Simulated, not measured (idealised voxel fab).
Name of the process module below: voxel ribs on slabs
The width of the displayed cross-section, cut, is 165 nm; its cells are square, with a size of 5 nm.
Cross-section format: a grid of square cells, given as bands from top to bottom; each band is one or more rows of cells. Heads up on the band format: heights come first, top then bottom, in nm. After that it's the materials left to right, each with its width in nm. A single material flagged "full width" fills the whole band edge to edge, and "air" means there's empty space there. Height reference: 0 = level under which incoming wafer is all one material. Lowest band: no bottom, runs on downward, e.g. "0 -> down". A width given as "30..40" starts at the first number in the band's top row and ends at the second number in its bottom row, shifting by an equal amount at every step from row to row. The cross-section has no changed cell in any step marked "same as before". Empty spaces without an open route to the top, at least 8 cells in extent, make up the entry "Closed void register"; each is given as width x height at distance, where the distance is measured from the left edge, and all are in nm. Where a step's line continues beyond its settings, the continuation is a remark by the simulator itself on that step. overlay nm: where the mask lay relative to plan, measured to the right, on steps with a mask; negatives go left.

Planned step list for the process:
1. RECEIVE,material Si
2. DIRECTIONAL_DEP,material SiO2,thk nm 30
3. DIRECTIONAL_DEP,material SiN,thk nm 15
4. DIRECTIONAL_DEP,material aC,thk nm 10
5. PATTERN,tone cover,mask id RIB,material resist,width nm 25,thk nm 25,overlay nm 0
6. DIRECTIONAL_ETCH,etch materials aC,depth nm 10
7. STRIP,etch materials resist
8. DIRECTIONAL_ETCH,etch materials SiN,depth nm 10
9. STRIP,etch materials aC
10. MASKED_ETCH,tone cover,mask id SLAB,width nm 55,etch materials SiN,depth nm 5,overlay nm 0
11. FILL_DEP,material SiO2,thk nm 25
12. CMP,height nm 65
13. DIRECTIONAL_DEP,material TiN,thk nm 5
14. DIRECTIONAL_DEP,material aC,thk nm 10
15. PATTERN,tone cover,mask id HEATER,material resist,width nm 35,thk nm 30,overlay nm 0
16. DIRECTIONAL_ETCH,etch materials aC,depth nm 10
17. STRIP,etch materials resist
18. DIRECTIONAL_ETCH,etch materials TiN,depth nm 5
19. STRIP,etch materials aC
20. CONFORMAL_DEP,material SiO2,thk nm 10

Cross-section of the wafer upon arrival, representing the state reached after step 1:
* 0 -> down  Si full width
* Closed void register: none

End state of the module in cross-section, given the above starting point and plan and one mistake in execution:
* 80 -> 75  air (55)  SiO2 (55)  air (55)
* 75 -> 70  SiO2 full width
* 70 -> 65  SiO2 (65)  TiN (35)  SiO2 (65)
* 65 -> 15  SiO2 full width
* 15 -> 0  SiN full width
* 0 -> down  Si full width
* Closed void register: none
Where did the run depart from the plan? the processing plan was not followed for steps 2 and 3, which were run with their positions exchanged
